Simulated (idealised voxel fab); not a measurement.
This section sets out a process module, namely voxel gate over fins.
The cross-section on display is named cut; it measures 240 nm wide, and its cells are 5 nm squares.
In what follows, cross-sections appear as grids of square cells, described through bands that run from the top down, where every band is one or more rows of cells. Top height, bottom height, nm. Materials left to right, width each, nm. Single material + "full width" = fills band edge to edge. "air" = empty. A quick word on heights: they are counted from 0, and under that level the wafer as it came to us is one material throughout. The lowest band is different from the rest in having no bottom; it simply continues downward, written as in "0..down". Note: "30..40" means the width goes from the first number (top row of the band) to the second number (bottom row) in equal steps per row of cells. Step note "everything unchanged" = no cross-section cell changed. This entry, "Sealed-off cavities", enumerates those empty regions of no fewer than 8 cells that possess no open connection to the top. Each region is reported in the form width x height at distance, the distance being taken from the left edge, with all three quantities expressed in nm. Text after the settings on a step's line: the simulator's own remark on that step. On any step carrying a mask, the "overlay nm" setting, if present on the step's line, tells how far right of its planned place the mask lay; negative values point to the left. Before/after cross-section pairs, one process step each; after shown to lowest changed band; step and settings beneath. Pairs may be from different runs of this module on the same starting wafer; a pair continues from the one above only where its "Status quo ante" entry says so.

**Status quo ante**
- 30..20  W full width
- 20..15  W 30 nm / TiN 175 nm / W 35 nm
- 15..10  W 30 nm / TiN 5 nm / TiAl 165 nm / TiN 5 nm / W 35 nm
- 10..5  W 30 nm / TiN 5 nm / TiAl 5 nm / TiN 35 nm / TiAl 5 nm / TiN 35 nm / TiAl 5 nm / TiN 35 nm / TiAl 5 nm / TiN 35 nm / TiAl 5 nm / TiN 5 nm / W 35 nm
- 5..0  TiN 35 nm / TiAl 5 nm / TiN 5 nm / HfO2 25 nm / TiN 5 nm / TiAl 5 nm / TiN 5 nm / HfO2 25 nm / TiN 5 nm / TiAl 5 nm / TiN 5 nm / HfO2 25 nm / TiN 5 nm / TiAl 5 nm / TiN 5 nm / HfO2 25 nm / TiN 5 nm / TiAl 5 nm / TiN 40 nm
- 0..-5  TiAl 40 nm / TiN 5 nm / HfO2 5 nm / Si 15 nm / HfO2 5 nm / TiN 5 nm / TiAl 5 nm / TiN 5 nm / HfO2 5 nm / Si 15 nm / HfO2 5 nm / TiN 5 nm / TiAl 5 nm / TiN 5 nm / HfO2 5 nm / Si 15 nm / HfO2 5 nm / TiN 5 nm / TiAl 5 nm / TiN 5 nm / HfO2 5 nm / Si 15 nm / HfO2 5 nm / TiN 5 nm / TiAl 45 nm
- -5..-10  TiN 45 nm / HfO2 5 nm / Si 15 nm / HfO2 5 nm / TiN 5 nm / TiAl 5 nm / TiN 5 nm / HfO2 5 nm / Si 15 nm / HfO2 5 nm / TiN 5 nm / TiAl 5 nm / TiN 5 nm / HfO2 5 nm / Si 15 nm / HfO2 5 nm / TiN 5 nm / TiAl 5 nm / TiN 5 nm / HfO2 5 nm / Si 15 nm / HfO2 5 nm / TiN 50 nm
- -10..-15  HfO2 35 nm / TiN 10 nm / HfO2 5 nm / Si 15 nm / HfO2 5 nm / TiN 15 nm / HfO2 5 nm / Si 15 nm / HfO2 5 nm / TiN 15 nm / HfO2 5 nm / Si 15 nm / HfO2 5 nm / TiN 15 nm / HfO2 5 nm / Si 15 nm / HfO2 5 nm / TiN 10 nm / HfO2 40 nm
- -15..-20  SiO2 30 nm / HfO2 20 nm / Si 15 nm / HfO2 25 nm / Si 15 nm / HfO2 25 nm / Si 15 nm / HfO2 25 nm / Si 15 nm / HfO2 20 nm / SiO2 35 nm
- -20..-40  SiO2 50 nm / Si 15 nm / SiO2 25 nm / Si 15 nm / SiO2 25 nm / Si 15 nm / SiO2 25 nm / Si 15 nm / SiO2 55 nm
- -40..down  Si full width
- Sealed-off cavities: none

**after**
- 25..20  W full width
- Rest of section, below 20: as before.
- Sealed-off cavities: none
Which step turns the before cross-section above into the after cross-section? CMP, height nm 25

Status quo ante: equal to the after panel directly above.

**after**
- 30..25  SiN full width
- Rest of section, below 25: as before.
- Sealed-off cavities: none
Which step turns the before cross-section above into the after cross-section? CONFORMAL_DEP, material SiN, thk nm 5

**Status quo ante**
- 5..0  air 50 nm / SiN 15 nm / air 25 nm / SiN 15 nm / air 25 nm / SiN 15 nm / air 25 nm / SiN 15 nm / air 55 nm
- 0..down  Si full width
- Sealed-off cavities: none

**after**
- 5..0  air 50 nm / SiN 15 nm / air 25 nm / SiN 15 nm / air 25 nm / SiN 15 nm / air 25 nm / SiN 15 nm / air 55 nm
- 0..-35  air 50 nm / Si 15 nm / air 25 nm / Si 15 nm / air 25 nm / Si 15 nm / air 25 nm / Si 15 nm / air 55 nm
- Rest of section, below -35: as before.
- Sealed-off cavities: none
Which step turns the before cross-section above into the after cross-section? MASKED_ETCH, tone cover, mask id FINS, width nm 15, pitch nm 40, etch materials Si, depth nm 35, overlay nm 0

Status quo ante: equal to the after panel directly above.

**after**
- 15..5  SiO2 full width
- 5..0  SiO2 50 nm / SiN 15 nm / SiO2 25 nm / SiN 15 nm / SiO2 25 nm / SiN 15 nm / SiO2 25 nm / SiN 15 nm / SiO2 55 nm
- 0..-35  SiO2 50 nm / Si 15 nm / SiO2 25 nm / Si 15 nm / SiO2 25 nm / Si 15 nm / SiO2 25 nm / Si 15 nm / SiO2 55 nm
- Rest of section, below -35: as before.
- Sealed-off cavities: none
Which step turns the before cross-section above into the after cross-section? FILL_DEP, material SiO2, thk nm 10

Status quo ante: equal to the after panel directly above.

**after**
- 5..0  SiO2 50 nm / SiN 15 nm / SiO2 25 nm / SiN 15 nm / SiO2 25 nm / SiN 15 nm / SiO2 25 nm / SiN 15 nm / SiO2 55 nm
- Rest of section, below 0: as before.
- Sealed-off cavities: none
Which step turns the before cross-section above into the after cross-section? CMP, height nm 5

Status quo ante: equal to the after panel directly above.

**after**
- 5..0  air 50 nm / SiN 15 nm / air 25 nm / SiN 15 nm / air 25 nm / SiN 15 nm / air 25 nm / SiN 15 nm / air 55 nm
- 0..-15  air 50 nm / Si 15 nm / air 25 nm / Si 15 nm / air 25 nm / Si 15 nm / air 25 nm / Si 15 nm / air 55 nm
- Rest of section, below -15: as before.
- Sealed-off cavities: none
Which step turns the before cross-section above into the after cross-section? SELECTIVE_ETCH, etch materials SiO2, depth nm 20

Status quo ante: equal to the after panel directly above.

**after**
- 0..-15  air 50 nm / Si 15 nm / air 25 nm / Si 15 nm / air 25 nm / Si 15 nm / air 25 nm / Si 15 nm / air 55 nm
- Rest of section, below -15: as before.
- Sealed-off cavities: none
Which step turns the before cross-section above into the after cross-section? STRIP, etch materials SiN

Status quo ante: equal to the after panel directly above.

**after**
- 5..0  air 45 nm / HfO2 25 nm / air 15 nm / HfO2 25 nm / air 15 nm / HfO2 25 nm / air 15 nm / HfO2 25 nm / air 50 nm
- 0..-10  air 45 nm / HfO2 5 nm / Si 15 nm / HfO2 5 nm / air 15 nm / HfO2 5 nm / Si 15 nm / HfO2 5 nm / air 15 nm / HfO2 5 nm / Si 15 nm / HfO2 5 nm / air 15 nm / HfO2 5 nm / Si 15 nm / HfO2 5 nm / air 50 nm
- -10..-15  HfO2 50 nm / Si 15 nm / HfO2 25 nm / Si 15 nm / HfO2 25 nm / Si 15 nm / HfO2 25 nm / Si 15 nm / HfO2 55 nm
- Rest of section, below -15: as before.
- Sealed-off cavities: none
Which step turns the before cross-section above into the after cross-section? CONFORMAL_DEP, material HfO2, thk nm 5

Status quo ante: equal to the after panel directly above.

**after**
- 10..5  air 40 nm / TiN 35 nm / air 5 nm / TiN 35 nm / air 5 nm / TiN 35 nm / air 5 nm / TiN 35 nm / air 45 nm
- 5..0  air 40 nm / TiN 5 nm / HfO2 25 nm / TiN 5 nm / air 5 nm / TiN 5 nm / HfO2 25 nm / TiN 5 nm / air 5 nm / TiN 5 nm / HfO2 25 nm / TiN 5 nm / air 5 nm / TiN 5 nm / HfO2 25 nm / TiN 5 nm / air 45 nm
- 0..-5  air 40 nm / TiN 5 nm / HfO2 5 nm / Si 15 nm / HfO2 5 nm / TiN 5 nm / air 5 nm / TiN 5 nm / HfO2 5 nm / Si 15 nm / HfO2 5 nm / TiN 5 nm / air 5 nm / TiN 5 nm / HfO2 5 nm / Si 15 nm / HfO2 5 nm / TiN 5 nm / air 5 nm / TiN 5 nm / HfO2 5 nm / Si 15 nm / HfO2 5 nm / TiN 5 nm / air 45 nm
- -5..-10  TiN 45 nm / HfO2 5 nm / Si 15 nm / HfO2 5 nm / TiN 15 nm / HfO2 5 nm / Si 15 nm / HfO2 5 nm / TiN 15 nm / HfO2 5 nm / Si 15 nm / HfO2 5 nm / TiN 15 nm / HfO2 5 nm / Si 15 nm / HfO2 5 nm / TiN 50 nm
- Rest of section, below -10: as before.
- Sealed-off cavities: none
Which step turns the before cross-section above into the after cross-section? CONFORMAL_DEP, material TiN, thk nm 5

Status quo ante: equal to the after panel directly above.

**after**
- 15..10  air 35 nm / TiAl 165 nm / air 40 nm
- 10..5  air 35 nm / TiAl 5 nm / TiN 35 nm / TiAl 5 nm / TiN 35 nm / TiAl 5 nm / TiN 35 nm / TiAl 5 nm / TiN 35 nm / TiAl 5 nm / air 40 nm
- 5..0  air 35 nm / TiAl 5 nm / TiN 5 nm / HfO2 25 nm / TiN 5 nm / TiAl 5 nm / TiN 5 nm / HfO2 25 nm / TiN 5 nm / TiAl 5 nm / TiN 5 nm / HfO2 25 nm / TiN 5 nm / TiAl 5 nm / TiN 5 nm / HfO2 25 nm / TiN 5 nm / TiAl 5 nm / air 40 nm
- 0..-5  TiAl 40 nm / TiN 5 nm / HfO2 5 nm / Si 15 nm / HfO2 5 nm / TiN 5 nm / TiAl 5 nm / TiN 5 nm / HfO2 5 nm / Si 15 nm / HfO2 5 nm / TiN 5 nm / TiAl 5 nm / TiN 5 nm / HfO2 5 nm / Si 15 nm / HfO2 5 nm / TiN 5 nm / TiAl 5 nm / TiN 5 nm / HfO2 5 nm / Si 15 nm / HfO2 5 nm / TiN 5 nm / TiAl 45 nm
- Rest of section, below -5: as before.
- Sealed-off cavities: none
Which step turns the before cross-section above into the after cross-section? CONFORMAL_DEP, material TiAl, thk nm 5

Status quo ante: equal to the after panel directly above.

**after**
- 20..15  air 30 nm / TiN 175 nm / air 35 nm
- 15..10  air 30 nm / TiN 5 nm / TiAl 165 nm / TiN 5 nm / air 35 nm
- 10..5  air 30 nm / TiN 5 nm / TiAl 5 nm / TiN 35 nm / TiAl 5 nm / TiN 35 nm / TiAl 5 nm / TiN 35 nm / TiAl 5 nm / TiN 35 nm / TiAl 5 nm / TiN 5 nm / air 35 nm
- 5..0  TiN 35 nm / TiAl 5 nm / TiN 5 nm / HfO2 25 nm / TiN 5 nm / TiAl 5 nm / TiN 5 nm / HfO2 25 nm / TiN 5 nm / TiAl 5 nm / TiN 5 nm / HfO2 25 nm / TiN 5 nm / TiAl 5 nm / TiN 5 nm / HfO2 25 nm / TiN 5 nm / TiAl 5 nm / TiN 40 nm
- Rest of section, below 0: as before.
- Sealed-off cavities: none
Which step turns the before cross-section above into the after cross-section? CONFORMAL_DEP, material TiN, thk nm 5

Status quo ante: equal to the after panel directly above.

**after**
- 30..20  W full width
- 20..15  W 30 nm / TiN 175 nm / W 35 nm
- 15..10  W 30 nm / TiN 5 nm / TiAl 165 nm / TiN 5 nm / W 35 nm
- 10..5  W 30 nm / TiN 5 nm / TiAl 5 nm / TiN 35 nm / TiAl 5 nm / TiN 35 nm / TiAl 5 nm / TiN 35 nm / TiAl 5 nm / TiN 35 nm / TiAl 5 nm / TiN 5 nm / W 35 nm
- Rest of section, below 5: as before.
- Sealed-off cavities: none
Which step turns the before cross-section above into the after cross-section? FILL_DEP, material W, thk nm 10

Status quo ante: equal to the after panel directly above.

**after**
- 25..20  W full width
- Rest of section, below 20: as before.
- Sealed-off cavities: none
Which step turns the before cross-section above into the after cross-section? CMP, height nm 25

Status quo ante: equal to the after panel directly above.

**after**
- 30..25  SiN full width
- Rest of section, below 25: as before.
- Sealed-off cavities: none
Which step turns the before cross-section above into the after cross-section? CONFORMAL_DEP, material SiN, thk nm 5

**Status quo ante**
- 5..0  air 45 nm / TiN 25 nm / air 15 nm / TiN 25 nm / air 15 nm / TiN 25 nm / air 15 nm / TiN 25 nm / air 50 nm
- 0..-10  air 45 nm / TiN 5 nm / Si 15 nm / TiN 5 nm / air 15 nm / TiN 5 nm / Si 15 nm / TiN 5 nm / air 15 nm / TiN 5 nm / Si 15 nm / TiN 5 nm / air 15 nm / TiN 5 nm / Si 15 nm / TiN 5 nm / air 50 nm
- -10..-15  TiN 50 nm / Si 15 nm / TiN 25 nm / Si 15 nm / TiN 25 nm / Si 15 nm / TiN 25 nm / Si 15 nm / TiN 55 nm
- -15..-40  SiO2 50 nm / Si 15 nm / SiO2 25 nm / Si 15 nm / SiO2 25 nm / Si 15 nm / SiO2 25 nm / Si 15 nm / SiO2 55 nm
- -40..down  Si full width
- Sealed-off cavities: none

**after**
- 10..0  air 40 nm / TiN 35 nm / air 5 nm / TiN 35 nm / air 5 nm / TiN 35 nm / air 5 nm / TiN 35 nm / air 45 nm
- 0..-5  air 40 nm / TiN 10 nm / Si 15 nm / TiN 10 nm / air 5 nm / TiN 10 nm / Si 15 nm / TiN 10 nm / air 5 nm / TiN 10 nm / Si 15 nm / TiN 10 nm / air 5 nm / TiN 10 nm / Si 15 nm / TiN 10 nm / air 45 nm
- -5..-15  TiN 50 nm / Si 15 nm / TiN 25 nm / Si 15 nm / TiN 25 nm / Si 15 nm / TiN 25 nm / Si 15 nm / TiN 55 nm
- Rest of section, below -15: as before.
- Sealed-off cavities: none
Which step turns the before cross-section above into the after cross-section? CONFORMAL_DEP, material TiN, thk nm 5

Status quo ante: equal to the after panel directly above.

**after**
- 15..10  air 35 nm / TiAl 165 nm / air 40 nm
- 10..0  air 35 nm / TiAl 5 nm / TiN 35 nm / TiAl 5 nm / TiN 35 nm / TiAl 5 nm / TiN 35 nm / TiAl 5 nm / TiN 35 nm / TiAl 5 nm / air 40 nm
- 0..-5  TiAl 40 nm / TiN 10 nm / Si 15 nm / TiN 10 nm / TiAl 5 nm / TiN 10 nm / Si 15 nm / TiN 10 nm / TiAl 5 nm / TiN 10 nm / Si 15 nm / TiN 10 nm / TiAl 5 nm / TiN 10 nm / Si 15 nm / TiN 10 nm / TiAl 45 nm
- Rest of section, below -5: as before.
- Sealed-off cavities: none
Which step turns the before cross-section above into the after cross-section? CONFORMAL_DEP, material TiAl, thk nm 5

Status quo ante: equal to the after panel directly above.

**after**
- 20..15  air 30 nm / TiN 175 nm / air 35 nm
- 15..10  air 30 nm / TiN 5 nm / TiAl 165 nm / TiN 5 nm / air 35 nm
- 10..5  air 30 nm / TiN 5 nm / TiAl 5 nm / TiN 35 nm / TiAl 5 nm / TiN 35 nm / TiAl 5 nm / TiN 35 nm / TiAl 5 nm / TiN 35 nm / TiAl 5 nm / TiN 5 nm / air 35 nm
- 5..0  TiN 35 nm / TiAl 5 nm / TiN 35 nm / TiAl 5 nm / TiN 35 nm / TiAl 5 nm / TiN 35 nm / TiAl 5 nm / TiN 35 nm / TiAl 5 nm / TiN 40 nm
- Rest of section, below 0: as before.
- Sealed-off cavities: none
Which step turns the before cross-section above into the after cross-section? CONFORMAL_DEP, material TiN, thk nm 5

Status quo ante: equal to the after panel directly above.

**after**
- 30..20  W full width
- 20..15  W 30 nm / TiN 175 nm / W 35 nm
- 15..10  W 30 nm / TiN 5 nm / TiAl 165 nm / TiN 5 nm / W 35 nm
- 10..5  W 30 nm / TiN 5 nm / TiAl 5 nm / TiN 35 nm / TiAl 5 nm / TiN 35 nm / TiAl 5 nm / TiN 35 nm / TiAl 5 nm / TiN 35 nm / TiAl 5 nm / TiN 5 nm / W 35 nm
- Rest of section, below 5: as before.
- Sealed-off cavities: none
Which step turns the before cross-section above into the after cross-section? FILL_DEP, material W, thk nm 10

Status quo ante: equal to the after panel directly above.

**after**
- 25..20  W full width
- Rest of section, below 20: as before.
- Sealed-off cavities: none
Which step turns the before cross-section above into the after cross-section? CMP, height nm 25

Status quo ante: equal to the after panel directly above.

**after**
- 30..25  SiN full width
- Rest of section, below 25: as before.
- Sealed-off cavities: none
Which step turns the before cross-section above into the after cross-section? CONFORMAL_DEP, material SiN, thk nm 5
